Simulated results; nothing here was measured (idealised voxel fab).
You're looking at the process module voxel tone inversion.
It is cross-section cut that appears here, measuring 295 nm in width, its square cells being 5 nm in size.
This document writes a cross-section as a grid whose cells are square, and gives it as bands, listed from the top down; one or more rows of cells form a band.
Look at the band entry: it leads with the top's height and the bottom's height in nm. Then it lists the materials left to right, with a width in nm for each. The word "all across" on a single material says that material fills the band edge to edge. The word "empty" is empty space.
All heights in this document are referenced to 0, defined as the level beneath which the wafer, as received, consists entirely of one material. The lowest band is not bounded below; it extends indefinitely downward and is written in the form "0..down".
Note: "30 to 40" means the width goes from the first number (top row of the band) to the second number (bottom row) in equal steps per row of cells.
No cell of the cross-section changed in a step that is given as "nothing different".
Voids not open to the top, 8 cells minimum: see "Closed void list". Written width x height at distance; distance is from the left edge; nm.
Post-settings text on a step line: simulator's own remark regarding the step.
What "overlay nm" on a step's line means: if the step has a mask, that mask lay this far to the right of its planned place, or, when the value is negative, to the left.

[Listed below are the process steps as planned]
1) RECEIVE [material Si]
2) CONFORMAL_DEP [material SiN] [thk nm 5]
3) DIRECTIONAL_DEP [material aC] [thk nm 20]
4) PATTERN [tone cover] [mask id POSTS] [material resist] [width nm 25] [pitch nm 50] [thk nm 30] [overlay nm 0]
5) DIRECTIONAL_ETCH [etch materials aC] [depth nm 20]
6) STRIP [etch materials resist]
7) FILL_DEP [material SiO2] [thk nm 5]
8) CMP [height nm 25]
9) STRIP [etch materials aC]

[Cross-section of the wafer as it came to us, i.e., already through step 1]
0..down | Si all across
Closed void list: none

[Cross-sectional image of the first of two wafers at the end of the module, the run having proceeded as planned]
25..5 | SiO2: 60, then empty: 25, then SiO2: 25, then empty: 25, then SiO2: 25, then empty: 25, then SiO2: 25, then empty: 25, then SiO2: 60
5..0 | SiN all across
0..down | Si all across
Closed void list: none

[Wafer two, end of module, cross-section. Same start, same plan as wafer one. One mistake in the run]
25..20 | SiN all across
20..0 | aC all across
0..down | Si all across
Closed void list: none
The plan and the run diverged here: steps 2 and 3 swapped
Bottom line after processing is that, in cells, the second wafer is up or down on some materials versus the first: 156 fewer of SiO2; 236 more of aC
